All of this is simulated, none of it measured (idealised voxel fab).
Presented below is a process module, voxel plated lines.
The figure presents cross-section cut, which has a width of 225 nm and is divided into square cells with an edge length of 5 nm.
Cross-section, as written here: a square-cell grid given band by band from the top down, where a band holds one or more rows of cells.
Top height, bottom height, nm. Materials left to right, width each, nm. Single material + "full width" = fills band edge to edge. "empty" = empty.
A quick word on heights: they are counted from 0, and under that level the wafer as it came to us is one material throughout. The lowest band is different from the rest in having no bottom; it simply continues downward, written as in "0 nm and below".
Width: "30->40" (first number = top row, second number = bottom row, same change from row to row of cells).
The cross-section has no changed cell in any step marked "same as before".
This entry, "Completely enclosed voids", enumerates those empty regions of no fewer than 8 cells that possess no open connection to the top. Each region is reported in the form width x height at distance, the distance being taken from the left edge, with all three quantities expressed in nm.
Read whatever lies past the settings on a step's line as the simulator's own remark about the step.
"overlay nm" on a masked step: distance the mask lay right of its planned place, negative for left.

# Listed below are the process steps as planned
1,RECEIVE, material Si
2,CONFORMAL_DEP, material SiN, thk nm 10
3,DIRECTIONAL_DEP, material TiN, thk nm 5
4,PATTERN, tone open, mask id LINES, material resist, width nm 30, pitch nm 45, thk nm 40, overlay nm 0
5,EPI, material Ru, thk nm 5
6,EPI, material Ru, thk nm 10
7,EPI, material Ru, thk nm 5
8,STRIP, etch materials resist
9,DIRECTIONAL_ETCH, etch materials TiN, depth nm 5
10,CONFORMAL_DEP, material SiO2, thk nm 10

# Incoming wafer, cross-sectional view, post step 1
	0 nm and below  Si full width
	Completely enclosed voids: none

# Final wafer profile in cross-section after the module, from the same start and plan as above, with one mistake made during processing
	45 nm to 35 nm  85 of SiO2 / 10 of empty / 35 of SiO2 / 10 of empty / 85 of SiO2
	35 nm to 20 nm  75 of Ru / 10 of SiO2 / 10 of empty / 10 of SiO2 / 15 of Ru / 10 of SiO2 / 10 of empty / 10 of SiO2 / 75 of Ru
	20 nm to 15 nm  75 of Ru / 30 of SiO2 / 15 of Ru / 30 of SiO2 / 75 of Ru
	15 nm to 10 nm  75 of TiN / 30 of SiO2 / 15 of TiN / 30 of SiO2 / 75 of TiN
	10 nm to 0 nm  SiN full width
	0 nm and below  Si full width
	Completely enclosed voids: none
Heads up, the wafer didn't run the way we planned it: heads up, step 4 didn't go per plan, it actually ran as PATTERN, tone cover, mask id LINES, material resist, width nm 30, pitch nm 45, thk nm 40, overlay nm 0
